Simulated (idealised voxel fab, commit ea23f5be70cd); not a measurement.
Process module name: voxel ribs on slabs
The width of the displayed cross-section, cut, is 190 nm; its cells are square, with a size of 5 nm.
Bands, listed from the top down, are how a cross-section gets written in this document; the cross-section itself is a grid of square cells, and a band is one or more rows of them. A band entry consists of two parts. The first gives the height of the band's top and the height of its bottom, in nm. The rest lists the band's materials from left to right, each with its width in nm. A single material labelled with the word "full width" fills the band from edge to edge, and the word "empty" marks empty space. Heights are measured from 0, the level below which the as-received wafer is all one material; the lowest band has no bottom and continues downward, written as in "0 and below". Top row gets the first number, bottom row gets the second, and each row in between changes by the same step: that is how a band width like "30..40" works. The designation "same as before", where it is given for a processing step, indicates that no cell of the cross-section was altered in the course of that step. Basically, "Enclosed void catalog" tells you about the enclosed voids: empty spaces with no open way to the top, 8 cells or bigger, each written width x height at distance, where distance is from the left edge, all in nm. Text after the settings on a step's line: the simulator's own remark on that step. Steps that use a mask can have "overlay nm" on their line. It says how far the mask sat to the right of where it was meant to be. Negative means to the left.

PROCESS STEPS FORESEEN IN THE PLAN
1) RECEIVE with material Si
2) DIRECTIONAL_DEP with material SiO2, thk nm 30
3) DIRECTIONAL_DEP with material polySi, thk nm 20
4) DIRECTIONAL_DEP with material aC, thk nm 10
5) PATTERN with tone cover, mask id RIB, material resist, width nm 30, thk nm 30, overlay nm 0
6) DIRECTIONAL_ETCH with etch materials aC, depth nm 10
7) STRIP with etch materials resist
8) DIRECTIONAL_ETCH with etch materials polySi, depth nm 5
9) STRIP with etch materials aC
10) DIRECTIONAL_DEP with material aC, thk nm 10
11) PATTERN with tone cover, mask id SLAB, material resist, width nm 80, thk nm 25, overlay nm 0
12) DIRECTIONAL_ETCH with etch materials aC, depth nm 10
13) STRIP with etch materials resist
14) DIRECTIONAL_ETCH with etch materials polySi, depth nm 15
15) STRIP with etch materials aC
16) FILL_DEP with material SiO2, thk nm 30
17) CMP with height nm 70
18) DIRECTIONAL_DEP with material TiN, thk nm 5
19) PATTERN with tone cover, mask id HEATER, material resist, width nm 40, thk nm 20, overlay nm 0
20) DIRECTIONAL_ETCH with etch materials TiN, depth nm 5
21) STRIP with etch materials resist
22) CONFORMAL_DEP with material SiO2, thk nm 10

CROSS-SECTION OF THE WAFER AS IT CAME TO US, I.E., ALREADY THROUGH STEP 1
	0 and below | Si full width
	Enclosed void catalog: none

CROSS-SECTION TAKEN AT MODULE COMPLETION ON THE FIRST OF TWO WAFERS; PROCESSED PER THE PLAN
	85 down to 80 | empty: 65, then SiO2: 60, then empty: 65
	80 down to 75 | SiO2 full width
	75 down to 70 | SiO2: 75, then TiN: 40, then SiO2: 75
	70 down to 50 | SiO2 full width
	50 down to 45 | SiO2: 80, then polySi: 30, then SiO2: 80
	45 down to 30 | SiO2: 55, then polySi: 80, then SiO2: 55
	30 down to 0 | SiO2 full width
	0 and below | Si full width
	Enclosed void catalog: none

CROSS-SECTION, WAFER TWO OF TWO, END OF MODULE: SAME START AND PLAN AS WAFER ONE, ONE ERROR IN EXECUTION
	95 down to 90 | empty: 65, then SiO2: 60, then empty: 65
	90 down to 85 | SiO2 full width
	85 down to 80 | SiO2: 75, then TiN: 40, then SiO2: 75
	80 down to 70 | TiN full width
	70 down to 50 | SiO2 full width
	50 down to 45 | SiO2: 80, then polySi: 30, then SiO2: 80
	45 down to 30 | SiO2: 55, then polySi: 80, then SiO2: 55
	30 down to 0 | SiO2 full width
	0 and below | Si full width
	Enclosed void catalog: none
Finding, execution versus plan: step 18 did not happen as planned, as run it was DIRECTIONAL_DEP with material TiN, thk nm 15
End check, counted in cells, second wafer has more or fewer of these materials than the first: +76 TiN
